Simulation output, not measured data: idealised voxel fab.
Presented below is a process module, voxel capacitor over wiring.
The width of the displayed cross-section, cut, is 220 nm; its cells are square, with a size of 5 nm.
Heads up, the way a cross-section reads in here is a grid of square cells, handed over as bands from the top down, with every band being one or more rows of cells.
Band: top height; bottom height; in nm. Then, left to right: material with width in nm, for each material. "full width": a single material spanning edge to edge. "air": empty space.
We count height from 0. Below that, the starting wafer is all one material. The lowest band never ends at the bottom but goes on down; see "0..down" for how that is written.
Graded width ("30 to 40"): value in top row of band = first number; value in bottom row = second number; row-to-row change constant.
Any step labelled "nothing got changed" changed none of the cells in the cross-section.
"Trapped cavities" - sealed voids, min. 8 cells, no opening to top; format: width x height at distance (distance from left edge; nm throughout).
That trailing text on a step's line, after the settings, is the simulator's own remark on the step.
"overlay nm" answers the question of how far to the right of plan the mask lay on a step that has a mask, and when it is negative the answer is to the left.

Plan
1,RECEIVE (material Si)
2,CONFORMAL_DEP (material SiO2; thk nm 15)
3,CONFORMAL_DEP (material SiN; thk nm 5)
4,DIRECTIONAL_DEP (material SiO2; thk nm 25)
5,MASKED_ETCH (tone open; mask id METAL_1; width nm 20; pitch nm 80; etch materials SiO2; depth nm 25; overlay nm 0)
6,MASKED_ETCH (tone open; mask id METAL_1; width nm 20; pitch nm 80; etch materials SiN; depth nm 5; overlay nm 0)
7,CONFORMAL_DEP (material TiN; thk nm 5)
8,FILL_DEP (material Ru; thk nm 10)
9,CMP (height nm 45)
10,EPI (material Ru; thk nm 5)
11,FILL_DEP (material SiCN; thk nm 5)
12,DIRECTIONAL_DEP (material lowk; thk nm 10)
13,MASKED_ETCH (tone open; mask id PLUG_1; width nm 15; etch materials lowk; depth nm 10; overlay nm 0)
14,MASKED_ETCH (tone open; mask id PLUG_1; width nm 15; etch materials SiCN; depth nm 5; overlay nm 0)
15,EPI (material Ru; thk nm 10)
16,EPI (material Ru; thk nm 5)
17,DIRECTIONAL_DEP (material TiN; thk nm 10)
18,DIRECTIONAL_DEP (material Al2O3; thk nm 5)
19,DIRECTIONAL_DEP (material TiN; thk nm 10)
20,PATTERN (tone cover; mask id UPPER_PLATE; material resist; width nm 65; thk nm 20; overlay nm 0)
21,DIRECTIONAL_ETCH (etch materials TiN; depth nm 10)
22,DIRECTIONAL_ETCH (etch materials Al2O3; depth nm 5)
23,STRIP (etch materials resist)
24,DIRECTIONAL_DEP (material aC; thk nm 15)
25,PATTERN (tone cover; mask id LOWER_PLATE; material resist; width nm 75; thk nm 30; overlay nm 0)
26,DIRECTIONAL_ETCH (etch materials aC; depth nm 15)
27,STRIP (etch materials resist)
28,DIRECTIONAL_ETCH (etch materials TiN; depth nm 10)
29,STRIP (etch materials aC)
30,FILL_DEP (material SiO2; thk nm 15)
31,CMP (height nm 100)
32,DIRECTIONAL_DEP (material aC; thk nm 15)
33,PATTERN (tone open; mask id PLUG_2; material resist; width nm 15; thk nm 35; overlay nm 0)
34,DIRECTIONAL_ETCH (etch materials aC; depth nm 15)
35,STRIP (etch materials resist)
36,DIRECTIONAL_ETCH (etch materials SiO2; depth nm 10)
37,STRIP (etch materials aC)
38,CONFORMAL_DEP (material TiN; thk nm 5)
39,FILL_DEP (material Ru; thk nm 5)
40,CMP (height nm 100)
41,CONFORMAL_DEP (material SiN; thk nm 5)

As-received wafer cross-section (after step 1)
    0..down  Si full width
    Trapped cavities: none

Final cross-section, module run with one mistake (start and plan as above)
    105..100  SiN full width
    100..95  75 nm SiO2; 5 nm TiN; 5 nm Ru; 5 nm TiN; 130 nm SiO2
    95..90  75 nm SiO2; 15 nm TiN; 130 nm SiO2
    90..85  65 nm SiO2; 65 nm Al2O3; 90 nm SiO2
    85..75  60 nm SiO2; 75 nm TiN; 85 nm SiO2
    75..65  TiN full width
    65..55  65 nm lowk; 15 nm Ru; 140 nm lowk
    55..50  65 nm SiCN; 15 nm Ru; 140 nm SiCN
    50..45  55 nm SiCN; 30 nm Ru; 50 nm SiCN; 30 nm Ru; 55 nm SiCN
    45..20  60 nm SiO2; 5 nm TiN; 10 nm Ru; 5 nm TiN; 60 nm SiO2; 5 nm TiN; 10 nm Ru; 5 nm TiN; 60 nm SiO2
    20..15  60 nm SiN; 20 nm TiN; 60 nm SiN; 20 nm TiN; 60 nm SiN
    15..0  SiO2 full width
    0..down  Si full width
    Trapped cavities: none
Against the plan, the run slipped here: the run placed steps 18 and 19 each in the position the plan gave to the other
